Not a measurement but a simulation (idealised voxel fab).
process module | voxel transistor to metal
cross-section cut | 300 nm wide | cells 5 nm
A cross-section is a grid of square cells, given in bands from the top down. A band is one or more rows of cells.
Each band's line starts with the height of the band's top and of its bottom, in nm. Then come its materials from left to right, each with its width in nm. One material with "throughout" fills the band from edge to edge. "air" is empty space.
Height 0 is the level under which the wafer as received is all one material. The lowest band goes on downwards, as in "0 down".
A width such as "30 to 40" changes by the same amount from each row of cells to the next, from the band's top row to its bottom row.
"no change" after a step means that no cell of the cross-section changed.
closed voids: empty space of 8 cells or more with no open way to the top, each as width x height at its distance from the left edge, in nm
after a step's settings: what the simulator itself notes on the step
overlay nm, on a step with a mask: how far to the right of its planned place the mask lay; to the left if negative
plan
1 op RECEIVE | material Si
2 op OXIDIZE | depth nm 5
3 op CONFORMAL_DEP | material SiN | thk nm 15
4 op MASKED_ETCH | tone cover | mask id ACTIVE | width nm 105 | pitch nm 130 | etch materials SiN | depth nm 15 | overlay nm 0
5 op MASKED_ETCH | tone cover | mask id ACTIVE | width nm 105 | pitch nm 130 | etch materials SiO2 | depth nm 5 | overlay nm 0
6 op MASKED_ETCH | tone cover | mask id ACTIVE | width nm 105 | pitch nm 130 | etch materials Si | depth nm 20 | overlay nm 0
7 op FILL_DEP | material SiO2 | thk nm 10
8 op CMP | height nm 15
9 op SELECTIVE_ETCH | etch materials SiO2 | depth nm 5
10 op STRIP | etch materials SiN
11 op SELECTIVE_ETCH | etch materials SiO2 | depth nm 5
12 op OXIDIZE | depth nm 5
13 op DIRECTIONAL_DEP | material polySi | thk nm 30
14 op DIRECTIONAL_DEP | material SiCN | thk nm 10
15 op PATTERN | tone cover | mask id GATE | material resist | width nm 15 | pitch nm 130 | thk nm 20 | overlay nm 0
16 op DIRECTIONAL_ETCH | etch materials SiCN | depth nm 20
17 op DIRECTIONAL_ETCH | etch materials polySi | depth nm 40
18 op STRIP | etch materials resist
19 op CONFORMAL_DEP | material SiN | thk nm 10
20 op DIRECTIONAL_ETCH | etch materials SiN | depth nm 10
21 op DIRECTIONAL_ETCH | etch materials SiO2 | depth nm 5
22 op DIRECTIONAL_ETCH | etch materials Si | depth nm 10
23 op EPI | material SiGe | thk nm 15
24 op FILL_DEP | material SiO2 | thk nm 10
25 op CMP | height nm 35
26 op DIRECTIONAL_DEP | material SiO2 | thk nm 15
27 op PATTERN | tone open | mask id CONTACT | material resist | width nm 20 | thk nm 20 | overlay nm 0
28 op DIRECTIONAL_ETCH | etch materials SiO2 | depth nm 45
29 op STRIP | etch materials resist
30 op CONFORMAL_DEP | material TiN | thk nm 5
31 op FILL_DEP | material W | thk nm 5
32 op CMP | height nm 50
33 op DIRECTIONAL_DEP | material TiN | thk nm 5
34 op DIRECTIONAL_DEP | material W | thk nm 20
35 op MASKED_ETCH | tone cover | mask id METAL_1 | width nm 20 | etch materials W | depth nm 20 | overlay nm 0
36 op MASKED_ETCH | tone cover | mask id METAL_1 | width nm 20 | etch materials TiN | depth nm 5 | overlay nm 0
37 op FILL_DEP | material SiO2 | thk nm 5
38 op CMP | height nm 75
39 op CONFORMAL_DEP | material SiCN | thk nm 5
40 op DIRECTIONAL_DEP | material lowk | thk nm 30
41 op DIRECTIONAL_DEP | material aC | thk nm 10
42 op PATTERN | tone open | mask id METAL_2 | material resist | width nm 20 | pitch nm 130 | thk nm 30 | overlay nm 0
43 op DIRECTIONAL_ETCH | etch materials aC | depth nm 10
44 op STRIP | etch materials resist
45 op DIRECTIONAL_ETCH | etch materials lowk | depth nm 15
46 op STRIP | etch materials aC
47 op DIRECTIONAL_DEP | material aC | thk nm 10
48 op PATTERN | tone open | mask id METAL_2_HOLES | material resist | width nm 15 | pitch nm 130 | thk nm 25 | overlay nm 0
49 op DIRECTIONAL_ETCH | etch materials aC | depth nm 10
50 op STRIP | etch materials resist
51 op DIRECTIONAL_ETCH | etch materials lowk | depth nm 15
52 op DIRECTIONAL_ETCH | etch materials SiCN | depth nm 5
53 op STRIP | etch materials aC
54 op CONFORMAL_DEP | material TiN | thk nm 5
55 op FILL_DEP | material Cu | thk nm 10
56 op CMP | height nm 110
57 op CONFORMAL_DEP | material SiCN | thk nm 5
first wafer, as planned
as received, after step 1
  0 down: Si throughout
  closed voids: none
after step 2
  0 to -5: SiO2 throughout
  below -5: unchanged
after step 3
  15 to 0: SiN throughout
  below 0: unchanged
after step 4
  15 to 0: air 30 | SiN 105 | air 25 | SiN 105 | air 35
  below 0: unchanged
after step 5
  15 to 0: air 30 | SiN 105 | air 25 | SiN 105 | air 35
  0 to -5: air 30 | SiO2 105 | air 25 | SiO2 105 | air 35
  below -5: unchanged
after step 6
  15 to 0: air 30 | SiN 105 | air 25 | SiN 105 | air 35
  0 to -5: air 30 | SiO2 105 | air 25 | SiO2 105 | air 35
  -5 to -25: air 30 | Si 105 | air 25 | Si 105 | air 35
  below -25: unchanged
after step 7
  25 to 15: SiO2 throughout
  15 to 0: SiO2 30 | SiN 105 | SiO2 25 | SiN 105 | SiO2 35
  0 to -5: SiO2 throughout
  -5 to -25: SiO2 30 | Si 105 | SiO2 25 | Si 105 | SiO2 35
  below -25: unchanged
after step 8
  15 to 0: SiO2 30 | SiN 105 | SiO2 25 | SiN 105 | SiO2 35
  below 0: unchanged
after step 9
  15 to 10: air 30 | SiN 105 | air 25 | SiN 105 | air 35
  below 10: unchanged
after step 10
  10 to 0: SiO2 30 | air 105 | SiO2 25 | air 105 | SiO2 35
  below 0: unchanged
after step 11
  5 to -5: SiO2 25 | air 115 | SiO2 15 | air 115 | SiO2 30
  below -5: unchanged
after step 12
  5 to -5: SiO2 25 | air 115 | SiO2 15 | air 115 | SiO2 30
  -5 to -10: SiO2 throughout
  below -10: unchanged
after step 13
  35 to 25: polySi 25 | air 115 | polySi 15 | air 115 | polySi 30
  25 to 5: polySi throughout
  5 to -5: SiO2 25 | polySi 115 | SiO2 15 | polySi 115 | SiO2 30
  below -5: unchanged
after step 14
  45 to 35: SiCN 25 | air 115 | SiCN 15 | air 115 | SiCN 30
  35 to 25: polySi 25 | SiCN 115 | polySi 15 | SiCN 115 | polySi 30
  below 25: unchanged
after step 15
  65 to 45: air 75 | resist 15 | air 115 | resist 15 | air 80
  45 to 35: SiCN 25 | air 50 | resist 15 | air 50 | SiCN 15 | air 50 | resist 15 | air 50 | SiCN 30
  below 35: unchanged
after step 16
  65 to 35: air 75 | resist 15 | air 115 | resist 15 | air 80
  35 to 25: polySi 25 | air 50 | SiCN 15 | air 50 | polySi 15 | air 50 | SiCN 15 | air 50 | polySi 30
  below 25: unchanged
after step 17
  65 to 35: air 75 | resist 15 | air 115 | resist 15 | air 80
  35 to 25: air 75 | SiCN 15 | air 115 | SiCN 15 | air 80
  25 to 5: air 75 | polySi 15 | air 115 | polySi 15 | air 80
  5 to -5: SiO2 25 | air 50 | polySi 15 | air 50 | SiO2 15 | air 50 | polySi 15 | air 50 | SiO2 30
  below -5: unchanged
after step 18
  35 to 25: air 75 | SiCN 15 | air 115 | SiCN 15 | air 80
  below 25: unchanged
after step 19
  45 to 35: air 65 | SiN 35 | air 95 | SiN 35 | air 70
  35 to 25: air 65 | SiN 10 | SiCN 15 | SiN 10 | air 95 | SiN 10 | SiCN 15 | SiN 10 | air 70
  25 to 15: air 65 | SiN 10 | polySi 15 | SiN 10 | air 95 | SiN 10 | polySi 15 | SiN 10 | air 70
  15 to 5: SiN 35 | air 30 | SiN 10 | polySi 15 | SiN 10 | air 30 | SiN 35 | air 30 | SiN 10 | polySi 15 | SiN 10 | air 30 | SiN 40
  5 to -5: SiO2 25 | SiN 50 | polySi 15 | SiN 50 | SiO2 15 | SiN 50 | polySi 15 | SiN 50 | SiO2 30
  below -5: unchanged
after step 20
  35 to 25: air 65 | SiN 10 | SiCN 15 | SiN 10 | air 95 | SiN 10 | SiCN 15 | SiN 10 | air 70
  25 to 5: air 65 | SiN 10 | polySi 15 | SiN 10 | air 95 | SiN 10 | polySi 15 | SiN 10 | air 70
  5 to -5: SiO2 25 | SiN 10 | air 30 | SiN 10 | polySi 15 | SiN 10 | air 30 | SiN 10 | SiO2 15 | SiN 10 | air 30 | SiN 10 | polySi 15 | SiN 10 | air 30 | SiN 10 | SiO2 30
  below -5: unchanged
after step 21
  35 to 25: air 65 | SiN 10 | SiCN 15 | SiN 10 | air 95 | SiN 10 | SiCN 15 | SiN 10 | air 70
  25 to 5: air 65 | SiN 10 | polySi 15 | SiN 10 | air 95 | SiN 10 | polySi 15 | SiN 10 | air 70
  5 to 0: air 25 | SiN 10 | air 30 | SiN 10 | polySi 15 | SiN 10 | air 30 | SiN 10 | air 15 | SiN 10 | air 30 | SiN 10 | polySi 15 | SiN 10 | air 30 | SiN 10 | air 30
  0 to -5: SiO2 25 | SiN 10 | air 30 | SiN 10 | polySi 15 | SiN 10 | air 30 | SiN 10 | SiO2 15 | SiN 10 | air 30 | SiN 10 | polySi 15 | SiN 10 | air 30 | SiN 10 | SiO2 30
  -5 to -10: SiO2 35 | air 30 | SiO2 35 | air 30 | SiO2 35 | air 30 | SiO2 35 | air 30 | SiO2 40
  below -10: unchanged
after step 22
  35 to 25: air 65 | SiN 10 | SiCN 15 | SiN 10 | air 95 | SiN 10 | SiCN 15 | SiN 10 | air 70
  25 to 5: air 65 | SiN 10 | polySi 15 | SiN 10 | air 95 | SiN 10 | polySi 15 | SiN 10 | air 70
  5 to 0: air 25 | SiN 10 | air 30 | SiN 10 | polySi 15 | SiN 10 | air 30 | SiN 10 | air 15 | SiN 10 | air 30 | SiN 10 | polySi 15 | SiN 10 | air 30 | SiN 10 | air 30
  0 to -5: SiO2 25 | SiN 10 | air 30 | SiN 10 | polySi 15 | SiN 10 | air 30 | SiN 10 | SiO2 15 | SiN 10 | air 30 | SiN 10 | polySi 15 | SiN 10 | air 30 | SiN 10 | SiO2 30
  -5 to -10: SiO2 35 | air 30 | SiO2 35 | air 30 | SiO2 35 | air 30 | SiO2 35 | air 30 | SiO2 40
  -10 to -20: SiO2 30 | Si 5 | air 30 | Si 35 | air 30 | Si 5 | SiO2 25 | Si 5 | air 30 | Si 35 | air 30 | Si 5 | SiO2 35
  below -20: unchanged
after step 23
  35 to 25: air 65 | SiN 10 | SiCN 15 | SiN 10 | air 95 | SiN 10 | SiCN 15 | SiN 10 | air 70
  25 to 5: air 65 | SiN 10 | polySi 15 | SiN 10 | air 95 | SiN 10 | polySi 15 | SiN 10 | air 70
  5 to 0: air 25 | SiN 10 | SiGe 30 | SiN 10 | polySi 15 | SiN 10 | SiGe 30 | SiN 10 | air 15 | SiN 10 | SiGe 30 | SiN 10 | polySi 15 | SiN 10 | SiGe 30 | SiN 10 | air 30
  0 to -5: SiO2 25 | SiN 10 | SiGe 30 | SiN 10 | polySi 15 | SiN 10 | SiGe 30 | SiN 10 | SiO2 15 | SiN 10 | SiGe 30 | SiN 10 | polySi 15 | SiN 10 | SiGe 30 | SiN 10 | SiO2 30
  -5 to -10: SiO2 35 | SiGe 30 | SiO2 35 | SiGe 30 | SiO2 35 | SiGe 30 | SiO2 35 | SiGe 30 | SiO2 40
  -10 to -20: SiO2 30 | Si 5 | SiGe 30 | Si 35 | SiGe 30 | Si 5 | SiO2 25 | Si 5 | SiGe 30 | Si 35 | SiGe 30 | Si 5 | SiO2 35
  below -20: unchanged
after step 24
  45 to 35: SiO2 throughout
  35 to 25: SiO2 65 | SiN 10 | SiCN 15 | SiN 10 | SiO2 95 | SiN 10 | SiCN 15 | SiN 10 | SiO2 70
  25 to 5: SiO2 65 | SiN 10 | polySi 15 | SiN 10 | SiO2 95 | SiN 10 | polySi 15 | SiN 10 | SiO2 70
  5 to -5: SiO2 25 | SiN 10 | SiGe 30 | SiN 10 | polySi 15 | SiN 10 | SiGe 30 | SiN 10 | SiO2 15 | SiN 10 | SiGe 30 | SiN 10 | polySi 15 | SiN 10 | SiGe 30 | SiN 10 | SiO2 30
  below -5: unchanged
after step 25
  35 to 25: SiO2 65 | SiN 10 | SiCN 15 | SiN 10 | SiO2 95 | SiN 10 | SiCN 15 | SiN 10 | SiO2 70
  below 25: unchanged
after step 26
  50 to 35: SiO2 throughout
  below 35: unchanged
after step 27
  70 to 50: resist 35 | air 20 | resist 55 | air 20 | resist 35 | air 20 | resist 55 | air 20 | resist 40
  below 50: unchanged
after step 28
  70 to 50: resist 35 | air 20 | resist 55 | air 20 | resist 35 | air 20 | resist 55 | air 20 | resist 40
  50 to 35: SiO2 35 | air 20 | SiO2 55 | air 20 | SiO2 35 | air 20 | SiO2 55 | air 20 | SiO2 40
  35 to 25: SiO2 35 | air 20 | SiO2 10 | SiN 10 | SiCN 15 | SiN 10 | SiO2 10 | air 20 | SiO2 35 | air 20 | SiO2 10 | SiN 10 | SiCN 15 | SiN 10 | SiO2 10 | air 20 | SiO2 40
  25 to 5: SiO2 35 | air 20 | SiO2 10 | SiN 10 | polySi 15 | SiN 10 | SiO2 10 | air 20 | SiO2 35 | air 20 | SiO2 10 | SiN 10 | polySi 15 | SiN 10 | SiO2 10 | air 20 | SiO2 40
  below 5: unchanged
after step 29
  50 to 35: SiO2 35 | air 20 | SiO2 55 | air 20 | SiO2 35 | air 20 | SiO2 55 | air 20 | SiO2 40
  below 35: unchanged
after step 30
  55 to 50: TiN 40 | air 10 | TiN 65 | air 10 | TiN 45 | air 10 | TiN 65 | air 10 | TiN 45
  50 to 35: SiO2 35 | TiN 5 | air 10 | TiN 5 | SiO2 55 | TiN 5 | air 10 | TiN 5 | SiO2 35 | TiN 5 | air 10 | TiN 5 | SiO2 55 | TiN 5 | air 10 | TiN 5 | SiO2 40
  35 to 25: SiO2 35 | TiN 5 | air 10 | TiN 5 | SiO2 10 | SiN 10 | SiCN 15 | SiN 10 | SiO2 10 | TiN 5 | air 10 | TiN 5 | SiO2 35 | TiN 5 | air 10 | TiN 5 | SiO2 10 | SiN 10 | SiCN 15 | SiN 10 | SiO2 10 | TiN 5 | air 10 | TiN 5 | SiO2 40
  25 to 10: SiO2 35 | TiN 5 | air 10 | TiN 5 | SiO2 10 | SiN 10 | polySi 15 | SiN 10 | SiO2 10 | TiN 5 | air 10 | TiN 5 | SiO2 35 | TiN 5 | air 10 | TiN 5 | SiO2 10 | SiN 10 | polySi 15 | SiN 10 | SiO2 10 | TiN 5 | air 10 | TiN 5 | SiO2 40
  10 to 5: SiO2 35 | TiN 20 | SiO2 10 | SiN 10 | polySi 15 | SiN 10 | SiO2 10 | TiN 20 | SiO2 35 | TiN 20 | SiO2 10 | SiN 10 | polySi 15 | SiN 10 | SiO2 10 | TiN 20 | SiO2 40
  below 5: unchanged
after step 31
  60 to 55: W throughout
  55 to 50: TiN 40 | W 10 | TiN 65 | W 10 | TiN 45 | W 10 | TiN 65 | W 10 | TiN 45
  50 to 35: SiO2 35 | TiN 5 | W 10 | TiN 5 | SiO2 55 | TiN 5 | W 10 | TiN 5 | SiO2 35 | TiN 5 | W 10 | TiN 5 | SiO2 55 | TiN 5 | W 10 | TiN 5 | SiO2 40
  35 to 25: SiO2 35 | TiN 5 | W 10 | TiN 5 | SiO2 10 | SiN 10 | SiCN 15 | SiN 10 | SiO2 10 | TiN 5 | W 10 | TiN 5 | SiO2 35 | TiN 5 | W 10 | TiN 5 | SiO2 10 | SiN 10 | SiCN 15 | SiN 10 | SiO2 10 | TiN 5 | W 10 | TiN 5 | SiO2 40
  25 to 10: SiO2 35 | TiN 5 | W 10 | TiN 5 | SiO2 10 | SiN 10 | polySi 15 | SiN 10 | SiO2 10 | TiN 5 | W 10 | TiN 5 | SiO2 35 | TiN 5 | W 10 | TiN 5 | SiO2 10 | SiN 10 | polySi 15 | SiN 10 | SiO2 10 | TiN 5 | W 10 | TiN 5 | SiO2 40
  below 10: unchanged
after step 32
  50 to 35: SiO2 35 | TiN 5 | W 10 | TiN 5 | SiO2 55 | TiN 5 | W 10 | TiN 5 | SiO2 35 | TiN 5 | W 10 | TiN 5 | SiO2 55 | TiN 5 | W 10 | TiN 5 | SiO2 40
  below 35: unchanged
after step 33
  55 to 50: TiN throughout
  below 50: unchanged
after step 34
  75 to 55: W throughout
  below 55: unchanged
after step 35
  75 to 55: air 35 | W 20 | air 55 | W 20 | air 35 | W 20 | air 55 | W 20 | air 40
  below 55: unchanged
after step 36
  75 to 55: air 35 | W 20 | air 55 | W 20 | air 35 | W 20 | air 55 | W 20 | air 40
  55 to 50: air 35 | TiN 20 | air 55 | TiN 20 | air 35 | TiN 20 | air 55 | TiN 20 | air 40
  below 50: unchanged
after step 37
  80 to 75: SiO2 throughout
  75 to 55: SiO2 35 | W 20 | SiO2 55 | W 20 | SiO2 35 | W 20 | SiO2 55 | W 20 | SiO2 40
  55 to 50: SiO2 35 | TiN 20 | SiO2 55 | TiN 20 | SiO2 35 | TiN 20 | SiO2 55 | TiN 20 | SiO2 40
  below 50: unchanged
after step 38
  75 to 55: SiO2 35 | W 20 | SiO2 55 | W 20 | SiO2 35 | W 20 | SiO2 55 | W 20 | SiO2 40
  below 55: unchanged
after step 39
  80 to 75: SiCN throughout
  below 75: unchanged
after step 40
  110 to 80: lowk throughout
  below 80: unchanged
after step 41
  120 to 110: aC throughout
  below 110: unchanged
after step 42
  150 to 120: resist 35 | air 20 | resist 110 | air 20 | resist 115
  below 120: unchanged
after step 43
  140 to 120: resist 35 | air 20 | resist 110 | air 20 | resist 115
  120 to 110: aC 35 | air 20 | aC 110 | air 20 | aC 115
  below 110: unchanged
after step 44
  120 to 110: aC 35 | air 20 | aC 110 | air 20 | aC 115
  below 110: unchanged
after step 45
  120 to 110: aC 35 | air 20 | aC 110 | air 20 | aC 115
  110 to 95: lowk 35 | air 20 | lowk 110 | air 20 | lowk 115
  below 95: unchanged
after step 46
  110 to 95: lowk 35 | air 20 | lowk 110 | air 20 | lowk 115
  below 95: unchanged
after step 47
  120 to 110: aC 35 | air 20 | aC 110 | air 20 | aC 115
  110 to 105: lowk 35 | air 20 | lowk 110 | air 20 | lowk 115
  105 to 95: lowk 35 | aC 20 | lowk 110 | aC 20 | lowk 115
  below 95: unchanged
after step 48
  145 to 120: resist 35 | air 15 | resist 115 | air 15 | resist 120
  120 to 110: aC 35 | air 15 | resist 5 | aC 110 | air 15 | resist 5 | aC 115
  110 to 105: lowk 35 | air 15 | resist 5 | lowk 110 | air 15 | resist 5 | lowk 115
  below 105: unchanged
after step 49
  135 to 120: resist 35 | air 15 | resist 115 | air 15 | resist 120
  120 to 110: aC 35 | air 15 | resist 5 | aC 110 | air 15 | resist 5 | aC 115
  110 to 105: lowk 35 | air 15 | resist 5 | lowk 110 | air 15 | resist 5 | lowk 115
  105 to 95: lowk 35 | air 15 | aC 5 | lowk 110 | air 15 | aC 5 | lowk 115
  below 95: unchanged
after step 50
  120 to 110: aC 35 | air 20 | aC 110 | air 20 | aC 115
  110 to 105: lowk 35 | air 20 | lowk 110 | air 20 | lowk 115
  below 105: unchanged
after step 51
  120 to 110: aC 35 | air 20 | aC 110 | air 20 | aC 115
  110 to 105: lowk 35 | air 20 | lowk 110 | air 20 | lowk 115
  105 to 95: lowk 35 | air 15 | aC 5 | lowk 110 | air 15 | aC 5 | lowk 115
  95 to 80: lowk 35 | air 15 | lowk 115 | air 15 | lowk 120
  below 80: unchanged
after step 52
  120 to 110: aC 35 | air 20 | aC 110 | air 20 | aC 115
  110 to 105: lowk 35 | air 20 | lowk 110 | air 20 | lowk 115
  105 to 95: lowk 35 | air 15 | aC 5 | lowk 110 | air 15 | aC 5 | lowk 115
  95 to 80: lowk 35 | air 15 | lowk 115 | air 15 | lowk 120
  80 to 75: SiCN 35 | air 15 | SiCN 115 | air 15 | SiCN 120
  below 75: unchanged
after step 53
  110 to 95: lowk 35 | air 20 | lowk 110 | air 20 | lowk 115
  below 95: unchanged
after step 54
  115 to 110: TiN 40 | air 10 | TiN 120 | air 10 | TiN 120
  110 to 100: lowk 35 | TiN 5 | air 10 | TiN 5 | lowk 110 | TiN 5 | air 10 | TiN 5 | lowk 115
  100 to 95: lowk 35 | TiN 5 | air 5 | TiN 10 | lowk 110 | TiN 5 | air 5 | TiN 10 | lowk 115
  95 to 80: lowk 35 | TiN 5 | air 5 | TiN 5 | lowk 115 | TiN 5 | air 5 | TiN 5 | lowk 120
  80 to 75: SiCN 35 | TiN 15 | SiCN 115 | TiN 15 | SiCN 120
  below 75: unchanged
after step 55
  125 to 115: Cu throughout
  115 to 110: TiN 40 | Cu 10 | TiN 120 | Cu 10 | TiN 120
  110 to 100: lowk 35 | TiN 5 | Cu 10 | TiN 5 | lowk 110 | TiN 5 | Cu 10 | TiN 5 | lowk 115
  100 to 95: lowk 35 | TiN 5 | Cu 5 | TiN 10 | lowk 110 | TiN 5 | Cu 5 | TiN 10 | lowk 115
  95 to 80: lowk 35 | TiN 5 | Cu 5 | TiN 5 | lowk 115 | TiN 5 | Cu 5 | TiN 5 | lowk 120
  below 80: unchanged
after step 56
  110 to 100: lowk 35 | TiN 5 | Cu 10 | TiN 5 | lowk 110 | TiN 5 | Cu 10 | TiN 5 | lowk 115
  below 100: unchanged
after step 57
  115 to 110: SiCN throughout
  below 110: unchanged
second wafer: like start, like plan, one mistake. Through step 55 it matches the first wafer
when step 56 should have ended: no change
when step 57 should have ended
  130 to 125: SiCN throughout
  below 125: unchanged
what went wrong: step 56 was left out
at the end the second wafer has, in cells: 124 more of Cu | 56 more of TiN
